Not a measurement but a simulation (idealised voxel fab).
process module | voxel air gaps
cross-section cut | 250 nm wide | cells 5 nm
A cross-section is a grid of square cells, given in bands from the top down. A band is one or more rows of cells.
Each band's line starts with the height of the band's top and of its bottom, in nm. Then come its materials from left to right, each with its width in nm. One material with "throughout" fills the band from edge to edge. "air" is empty space.
Height 0 is the level under which the wafer as received is all one material. The lowest band goes on downwards, as in "0 down".
A width such as "30 to 40" changes by the same amount from each row of cells to the next, from the band's top row to its bottom row.
"no change" after a step means that no cell of the cross-section changed.
closed voids: empty space of 8 cells or more with no open way to the top, each as width x height at its distance from the left edge, in nm
after a step's settings: what the simulator itself notes on the step
overlay nm, on a step with a mask: how far to the right of its planned place the mask lay; to the left if negative
plan
1 op RECEIVE | material Si
2 op CONFORMAL_DEP | material SiO2 | thk nm 15
3 op CONFORMAL_DEP | material SiN | thk nm 5
4 op DIRECTIONAL_DEP | material SiO2 | thk nm 35
5 op MASKED_ETCH | tone open | mask id LINES | width nm 25 | pitch nm 55 | etch materials SiO2 | depth nm 35 | overlay nm 0
6 op CONFORMAL_DEP | material TiN | thk nm 5
7 op FILL_DEP | material Cu | thk nm 5
8 op CMP | height nm 55
9 op EPI | material Ru | thk nm 10
10 op SELECTIVE_ETCH | etch materials SiO2 | depth nm 45
11 op CONFORMAL_DEP | material SiCN | thk nm 5
first wafer, as planned
as received, after step 1
  0 down: Si throughout
  closed voids: none
after step 2
  15 to 0: SiO2 throughout
  below 0: unchanged
after step 3
  20 to 15: SiN throughout
  below 15: unchanged
after step 4
  55 to 20: SiO2 throughout
  below 20: unchanged
after step 5
  55 to 20: SiO2 55 | air 25 | SiO2 30 | air 25 | SiO2 30 | air 25 | SiO2 60
  below 20: unchanged
after step 6
  60 to 55: TiN 60 | air 15 | TiN 40 | air 15 | TiN 40 | air 15 | TiN 65
  55 to 25: SiO2 55 | TiN 5 | air 15 | TiN 5 | SiO2 30 | TiN 5 | air 15 | TiN 5 | SiO2 30 | TiN 5 | air 15 | TiN 5 | SiO2 60
  25 to 20: SiO2 55 | TiN 25 | SiO2 30 | TiN 25 | SiO2 30 | TiN 25 | SiO2 60
  below 20: unchanged
after step 7
  65 to 60: Cu throughout
  60 to 55: TiN 60 | Cu 15 | TiN 40 | Cu 15 | TiN 40 | Cu 15 | TiN 65
  55 to 25: SiO2 55 | TiN 5 | Cu 15 | TiN 5 | SiO2 30 | TiN 5 | Cu 15 | TiN 5 | SiO2 30 | TiN 5 | Cu 15 | TiN 5 | SiO2 60
  below 25: unchanged
after step 8
  55 to 25: SiO2 55 | TiN 5 | Cu 15 | TiN 5 | SiO2 30 | TiN 5 | Cu 15 | TiN 5 | SiO2 30 | TiN 5 | Cu 15 | TiN 5 | SiO2 60
  below 25: unchanged
after step 9
  65 to 55: air 45 | Ru 45 | air 10 | Ru 45 | air 10 | Ru 45 | air 50
  below 55: unchanged
after step 10
  65 to 55: air 45 | Ru 45 | air 10 | Ru 45 | air 10 | Ru 45 | air 50
  55 to 25: air 55 | TiN 5 | Cu 15 | TiN 5 | air 30 | TiN 5 | Cu 15 | TiN 5 | air 30 | TiN 5 | Cu 15 | TiN 5 | air 60
  25 to 20: air 55 | TiN 25 | air 30 | TiN 25 | air 30 | TiN 25 | air 60
  below 20: unchanged
after step 11
  70 to 65: air 40 | SiCN 165 | air 45
  65 to 55: air 40 | SiCN 5 | Ru 45 | SiCN 10 | Ru 45 | SiCN 10 | Ru 45 | SiCN 5 | air 45
  55 to 50: air 40 | SiCN 15 | TiN 5 | Cu 15 | TiN 5 | SiCN 30 | TiN 5 | Cu 15 | TiN 5 | SiCN 30 | TiN 5 | Cu 15 | TiN 5 | SiCN 15 | air 45
  50 to 25: air 50 | SiCN 5 | TiN 5 | Cu 15 | TiN 5 | SiCN 5 | air 20 | SiCN 5 | TiN 5 | Cu 15 | TiN 5 | SiCN 5 | air 20 | SiCN 5 | TiN 5 | Cu 15 | TiN 5 | SiCN 5 | air 55
  25 to 20: SiCN 55 | TiN 25 | SiCN 30 | TiN 25 | SiCN 30 | TiN 25 | SiCN 60
  below 20: unchanged
  closed voids: 20 x 25 at 85; 20 x 25 at 140
second wafer: like start, like plan, one mistake. Through step 10 it matches the first wafer
when step 11 should have ended
  80 to 65: air 30 | SiCN 185 | air 35
  65 to 55: air 30 | SiCN 15 | Ru 45 | SiCN 10 | Ru 45 | SiCN 10 | Ru 45 | SiCN 15 | air 35
  55 to 50: air 30 | SiCN 25 | TiN 5 | Cu 15 | TiN 5 | SiCN 30 | TiN 5 | Cu 15 | TiN 5 | SiCN 30 | TiN 5 | Cu 15 | TiN 5 | SiCN 25 | air 35
  50 to 40: air 30 | SiCN 25 | TiN 5 | Cu 15 | TiN 5 | SiCN 5 | air 20 | SiCN 5 | TiN 5 | Cu 15 | TiN 5 | SiCN 5 | air 20 | SiCN 5 | TiN 5 | Cu 15 | TiN 5 | SiCN 25 | air 35
  40 to 35: air 40 | SiCN 15 | TiN 5 | Cu 15 | TiN 5 | SiCN 5 | air 20 | SiCN 5 | TiN 5 | Cu 15 | TiN 5 | SiCN 5 | air 20 | SiCN 5 | TiN 5 | Cu 15 | TiN 5 | SiCN 15 | air 45
  35 to 25: SiCN 55 | TiN 5 | Cu 15 | TiN 5 | SiCN 5 | air 20 | SiCN 5 | TiN 5 | Cu 15 | TiN 5 | SiCN 5 | air 20 | SiCN 5 | TiN 5 | Cu 15 | TiN 5 | SiCN 60
  25 to 20: SiCN 55 | TiN 25 | SiCN 30 | TiN 25 | SiCN 30 | TiN 25 | SiCN 60
  below 20: unchanged
  closed voids: 20 x 25 at 85; 20 x 25 at 140
what went wrong: step 11 ran as: op CONFORMAL_DEP | material SiCN | thk nm 15
at the end the second wafer has, in cells: 152 more of SiCN
